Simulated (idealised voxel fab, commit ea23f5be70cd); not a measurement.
A process module follows: voxel wiring stack.
Displayed cross-section: cut, width of 235 nm, square cells sized 5 nm.
Square cells in a grid make up a cross-section in this document, and the grid is given as bands, listed from the top down, each one or more rows of cells. Band: top height; bottom height; in nm. Then, left to right: material with width in nm, for each material. "full width": a single material spanning edge to edge. "empty": empty space. Height reference: 0 = level under which incoming wafer is all one material. Lowest band: no bottom, runs on downward, e.g. "0..down". Quick explanation for "30->40": the width changes in equal steps down the rows of cells, from the first number in the band's top row to the second number in its bottom row. Basically "nothing was modified" means that step didn't change any cell in the cross-section. The entry "Closed-off voids" lists the empty spaces that cover at least 8 cells and have no open path to the top. Each is written as width x height at distance, where the distance is measured from the left edge and all three values are in nm. That trailing text on a step's line, after the settings, is the simulator's own remark on the step. overlay nm: mask right of planned place by this much (step with mask). Neg. = left.

Planned process steps
| 1 | RECEIVE, material Si |
| 2 | CONFORMAL_DEP, material SiO2, thk nm 10 |
| 3 | DIRECTIONAL_DEP, material TiN, thk nm 5 |
| 4 | DIRECTIONAL_DEP, material Ru, thk nm 15 |
| 5 | DIRECTIONAL_DEP, material aC, thk nm 15 |
| 6 | PATTERN, tone cover, mask id METAL_1, material resist, width nm 20, pitch nm 50, thk nm 30, overlay nm 0 |
| 7 | DIRECTIONAL_ETCH, etch materials aC, depth nm 15 |
| 8 | STRIP, etch materials resist |
| 9 | DIRECTIONAL_ETCH, etch materials Ru, depth nm 15 |
| 10 | DIRECTIONAL_ETCH, etch materials TiN, depth nm 5 |
| 11 | STRIP, etch materials aC |
| 12 | CONFORMAL_DEP, material SiCN, thk nm 5 |
| 13 | FILL_DEP, material SiO2, thk nm 5 |
| 14 | CMP, height nm 30 |
| 15 | CONFORMAL_DEP, material SiCN, thk nm 5 |
| 16 | DIRECTIONAL_DEP, material SiO2, thk nm 15 |
| 17 | DIRECTIONAL_DEP, material aC, thk nm 10 |
| 18 | PATTERN, tone open, mask id PLUG_1, material resist, width nm 15, pitch nm 50, thk nm 25, overlay nm 0 |
| 19 | DIRECTIONAL_ETCH, etch materials aC, depth nm 10 |
| 20 | STRIP, etch materials resist |
| 21 | DIRECTIONAL_ETCH, etch materials SiO2, depth nm 15 |
| 22 | DIRECTIONAL_ETCH, etch materials SiCN, depth nm 5 |
| 23 | STRIP, etch materials aC |
| 24 | CONFORMAL_DEP, material TiN, thk nm 5 |
| 25 | FILL_DEP, material Ru, thk nm 5 |
| 26 | CMP, height nm 50 |
| 27 | CONFORMAL_DEP, material SiN, thk nm 5 |
| 28 | DIRECTIONAL_DEP, material lowk, thk nm 25 |
| 29 | MASKED_ETCH, tone open, mask id METAL_2, width nm 20, pitch nm 50, etch materials lowk, depth nm 25, overlay nm 0 |
| 30 | MASKED_ETCH, tone open, mask id METAL_2, width nm 20, pitch nm 50, etch materials SiN, depth nm 5, overlay nm 0 |
| 31 | CONFORMAL_DEP, material TiN, thk nm 5 |
| 32 | FILL_DEP, material W, thk nm 5 |
| 33 | CMP, height nm 80 |
| 34 | CONFORMAL_DEP, material SiCN, thk nm 5 |
| 35 | DIRECTIONAL_DEP, material SiO2, thk nm 30 |
| 36 | DIRECTIONAL_DEP, material aC, thk nm 10 |
| 37 | PATTERN, tone open, mask id METAL_3_HOLES, material resist, width nm 15, thk nm 30, overlay nm 0 |
| 38 | DIRECTIONAL_ETCH, etch materials aC, depth nm 10 |
| 39 | STRIP, etch materials resist |
| 40 | DIRECTIONAL_ETCH, etch materials SiO2, depth nm 30 |
| 41 | STRIP, etch materials aC |
| 42 | MASKED_ETCH, tone open, mask id METAL_3, width nm 20, pitch nm 50, etch materials SiO2, depth nm 15, overlay nm 0 |
| 43 | MASKED_ETCH, tone open, mask id METAL_3, width nm 20, pitch nm 50, etch materials SiCN, depth nm 5, overlay nm 0 |
| 44 | CONFORMAL_DEP, material TiN, thk nm 5 |
| 45 | FILL_DEP, material Ru, thk nm 5 |
| 46 | CMP, height nm 115 |
| 47 | CONFORMAL_DEP, material SiN, thk nm 5 |

Incoming wafer, cross-sectional view, post step 1
  0..down: Si full width
  Closed-off voids: none

End state of the module in cross-section, given the above starting point and plan and one mistake in execution
  120..115: SiN full width
  115..105: 80 nm SiO2  5 nm TiN  15 nm Ru  5 nm TiN  30 nm SiO2  5 nm TiN  10 nm Ru  5 nm TiN  80 nm SiO2
  105..100: 80 nm SiO2  5 nm TiN  5 nm Ru  15 nm TiN  30 nm SiO2  20 nm TiN  80 nm SiO2
  100..85: 80 nm SiO2  5 nm TiN  5 nm Ru  5 nm TiN  140 nm SiO2
  85..80: 80 nm SiCN  15 nm TiN  140 nm SiCN
  80..55: 80 nm lowk  5 nm TiN  10 nm W  5 nm TiN  30 nm lowk  5 nm TiN  10 nm W  5 nm TiN  85 nm lowk
  55..50: 80 nm SiN  20 nm TiN  30 nm SiN  20 nm TiN  85 nm SiN
  50..35: 80 nm SiO2  5 nm TiN  5 nm Ru  5 nm TiN  35 nm SiO2  5 nm TiN  5 nm Ru  5 nm TiN  90 nm SiO2
  35..30: 80 nm SiCN  15 nm TiN  35 nm SiCN  15 nm TiN  90 nm SiCN
  30..15: 75 nm SiO2  5 nm SiCN  20 nm Ru  5 nm SiCN  20 nm SiO2  5 nm SiCN  20 nm Ru  5 nm SiCN  80 nm SiO2
  15..10: 80 nm SiCN  20 nm TiN  30 nm SiCN  20 nm TiN  85 nm SiCN
  10..0: SiO2 full width
  0..down: Si full width
  Closed-off voids: none
Where did the run depart from the plan? rather than as planned, step 42 actually ran as MASKED_ETCH, tone open, mask id METAL_3, width nm 20, pitch nm 50, etch materials SiO2, depth nm 15, overlay nm 5
